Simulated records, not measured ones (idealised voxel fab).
Name of the process module below: voxel wiring stack
The width of the displayed cross-section, cut, is 165 nm; its cells are square, with a size of 5 nm.
Cross-sections here: square-cell grids, written as top-down lists of bands, a band being one or more rows of cells.
A band entry consists of two parts. The first gives the height of the band's top and the height of its bottom, in nm. The rest lists the band's materials from left to right, each with its width in nm. A single material labelled with the word "throughout" fills the band from edge to edge, and the word "blank" marks empty space.
Measure heights from 0. That's the level where, below it, the as-received wafer is all one material. The lowest band is bottomless and extends downward; write it as in "0..down".
A width such as "30 to 40" changes by the same amount from each row of cells to the next, from the band's top row to its bottom row.
Step note "no change" = no cross-section cell changed.
If an empty space has no open way to the top and is at least 8 cells in size, "Sealed internal voids" lists it, written width x height at distance, where distance is measured from the left edge and every value is in nm.
The remark found on a step's line after its settings is issued by the simulator itself and pertains to that step.
overlay nm: mask right of planned place by this much (step with mask). Neg. = left.
SET OUT BELOW ARE THE PLANNED STEPS OF THE PROCESS
1,RECEIVE, material Si
2,CONFORMAL_DEP, material SiO2, thk nm 10
3,DIRECTIONAL_DEP, material TiN, thk nm 5
4,DIRECTIONAL_DEP, material W, thk nm 25
5,DIRECTIONAL_DEP, material aC, thk nm 10
6,PATTERN, tone cover, mask id METAL_1, material resist, width nm 20, pitch nm 35, thk nm 25, overlay nm 0
7,DIRECTIONAL_ETCH, etch materials aC, depth nm 10
8,STRIP, etch materials resist
9,DIRECTIONAL_ETCH, etch materials W, depth nm 25
10,DIRECTIONAL_ETCH, etch materials TiN, depth nm 5
11,STRIP, etch materials aC
12,CONFORMAL_DEP, material SiN, thk nm 5
13,FILL_DEP, material lowk, thk nm 10
14,CMP, height nm 40
15,CONFORMAL_DEP, material SiCN, thk nm 5
16,DIRECTIONAL_DEP, material SiO2, thk nm 15
17,PATTERN, tone open, mask id PLUG_1, material resist, width nm 15, pitch nm 70, thk nm 15, overlay nm 0
18,DIRECTIONAL_ETCH, etch materials SiO2, depth nm 15
19,DIRECTIONAL_ETCH, etch materials SiCN, depth nm 5
20,STRIP, etch materials resist
21,CONFORMAL_DEP, material TiN, thk nm 5
22,FILL_DEP, material Cu, thk nm 5
23,CMP, height nm 60
24,DIRECTIONAL_DEP, material TiN, thk nm 5
25,DIRECTIONAL_DEP, material Ru, thk nm 25
26,PATTERN, tone cover, mask id METAL_2, material resist, width nm 20, pitch nm 35, thk nm 20, overlay nm 0
27,DIRECTIONAL_ETCH, etch materials Ru, depth nm 25
28,DIRECTIONAL_ETCH, etch materials TiN, depth nm 5
29,STRIP, etch materials resist
30,FILL_DEP, material SiO2, thk nm 5
31,CMP, height nm 90
32,CONFORMAL_DEP, material SiN, thk nm 5
THE CROSS-SECTION HERE SHOWS THE WAFER AS RECEIVED, I.E. IN ITS STATE AFTER STEP 1
> 0..down: Si throughout
> Sealed internal voids: none
CROSS-SECTION, FIRST OF TWO WAFERS, END OF MODULE, RUN AS PLANNED
> 95..90: SiN throughout
> 90..65: 20 of SiO2  20 of Ru  15 of SiO2  20 of Ru  15 of SiO2  20 of Ru  15 of SiO2  20 of Ru  20 of SiO2
> 65..60: 20 of SiO2  20 of TiN  15 of SiO2  20 of TiN  15 of SiO2  20 of TiN  15 of SiO2  20 of TiN  20 of SiO2
> 60..45: 20 of SiO2  5 of TiN  5 of Cu  5 of TiN  55 of SiO2  5 of TiN  5 of Cu  5 of TiN  60 of SiO2
> 45..40: 20 of SiCN  15 of TiN  55 of SiCN  15 of TiN  60 of SiCN
> 40..15: 15 of lowk  5 of SiN  20 of W  5 of SiN  5 of lowk  5 of SiN  20 of W  5 of SiN  5 of lowk  5 of SiN  20 of W  5 of SiN  5 of lowk  5 of SiN  20 of W  5 of SiN  15 of lowk
> 15..10: 20 of SiN  20 of TiN  15 of SiN  20 of TiN  15 of SiN  20 of TiN  15 of SiN  20 of TiN  20 of SiN
> 10..0: SiO2 throughout
> 0..down: Si throughout
> Sealed internal voids: none
CROSS-SECTIONAL VIEW: SECOND OF TWO WAFERS, END OF MODULE; START AND PLAN IDENTICAL TO THE FIRST, ONE MISTAKE IN RUNNING
> 95..90: SiN throughout
> 90..65: 20 of SiO2  20 of Ru  15 of SiO2  20 of Ru  15 of SiO2  20 of Ru  15 of SiO2  20 of Ru  20 of SiO2
> 65..60: 20 of SiO2  20 of TiN  15 of SiO2  20 of TiN  15 of SiO2  20 of TiN  15 of SiO2  20 of TiN  20 of SiO2
> 60..45: 20 of SiO2  5 of TiN  10 of Cu  5 of TiN  50 of SiO2  5 of TiN  10 of Cu  5 of TiN  55 of SiO2
> 45..40: 20 of SiCN  20 of TiN  50 of SiCN  20 of TiN  55 of SiCN
> 40..15: 15 of lowk  5 of SiN  20 of W  5 of SiN  5 of lowk  5 of SiN  20 of W  5 of SiN  5 of lowk  5 of SiN  20 of W  5 of SiN  5 of lowk  5 of SiN  20 of W  5 of SiN  15 of lowk
> 15..10: 20 of SiN  20 of TiN  15 of SiN  20 of TiN  15 of SiN  20 of TiN  15 of SiN  20 of TiN  20 of SiN
> 10..0: SiO2 throughout
> 0..down: Si throughout
> Sealed internal voids: none
Diagnosis: planned and actual differ for step 17; actual: PATTERN, tone open, mask id PLUG_1, material resist, width nm 20, pitch nm 70, thk nm 15, overlay nm 0
Counted in cells at the end, the second wafer holds more or fewer of these materials than the first: Cu +6 | SiCN -2 | SiO2 -6 | TiN +2
